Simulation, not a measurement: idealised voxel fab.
The following process module bears the name voxel tone inversion.
Section cut is 215 nm wide and gridded with 5 nm square cells.
Reading order for cross-sections: top band down to bottom band. Underlying form: a grid of square cells. Band size: one or more rows of cells.
It is stipulated that each band's entry specify, in nanometres, the height of the top of the band and then that of its bottom, followed by the materials of the band in left-to-right sequence, each together with its width in nanometres. A single material marked by the word "all across" is understood to fill the band from edge to edge; the word "empty" is understood to denote empty space.
Height 0 is the level under which the wafer as received is all one material. The lowest band goes on downwards, as in "0 -> down".
The notation "30..40" denotes a width that varies across the rows of cells in the band, beginning at the first number in the top row, finishing at the second number in the bottom row, and changing by an identical amount from each row to the next.
Reading "remained unchanged" for a step: not a cell of the cross-section changed in it.
What "Enclosed void catalog" gives you is every empty space of 8 cells or more that is cut off from the top. Each appears as width x height at distance, with the distance taken from the left edge and width, height and distance all in nm.
Text after the settings on a step's line: the simulator's own remark on that step.
The line of a step may include "overlay nm". On a step with a mask, this value is how far to the right of its planned place the mask lay. A negative value means the mask lay to the left.

List of planned process steps:
1) RECEIVE [material Si]
2) CONFORMAL_DEP [material SiN] [thk nm 5]
3) DIRECTIONAL_DEP [material polySi] [thk nm 15]
4) PATTERN [tone cover] [mask id POSTS] [material resist] [width nm 20] [pitch nm 40] [thk nm 20] [overlay nm 0]
5) DIRECTIONAL_ETCH [etch materials polySi] [depth nm 5]
6) STRIP [etch materials resist]
7) FILL_DEP [material SiO2] [thk nm 5]
8) CMP [height nm 20]
9) STRIP [etch materials polySi]
For clarity, it should be stated that the wafers under discussion commence in an identical condition and differ with respect to the depth nm of step 5, the plan indicating the value that the first wafer had.

Cross-section of the first of several wafers on receipt, reflecting completion of step 1:
  0 -> down | Si all across
  Enclosed void catalog: none

Shown in cross-section: the first of several wafers at the end of the module, after its last step, step 9:
  5 -> 0 | SiN all across
  0 -> down | Si all across
  Enclosed void catalog: none

Of the several wafers, the last: cross-section at the end of the module:
  20 -> 5 | SiO2 35 nm / empty 20 nm / SiO2 20 nm / empty 20 nm / SiO2 20 nm / empty 20 nm / SiO2 20 nm / empty 20 nm / SiO2 40 nm
  5 -> 0 | SiN all across
  0 -> down | Si all across
  Enclosed void catalog: none

The table below has one row for each wafer; a row shows, as of the end of the module, how many cells of each material the wafer has gained, marked (+), or lost, marked (-), since it was received, and then the wafer's closed voids:
depth nm 5 | +43 SiN | Enclosed void catalog: none
depth nm 10 | +43 SiN | Enclosed void catalog: none
depth nm 15 | +43 SiN | +81 SiO2 | Enclosed void catalog: none
depth nm 20 | +43 SiN | +81 SiO2 | Enclosed void catalog: none
depth nm 25 | +43 SiN | +81 SiO2 | Enclosed void catalog: none
depth nm 30 | +43 SiN | +81 SiO2 | Enclosed void catalog: none
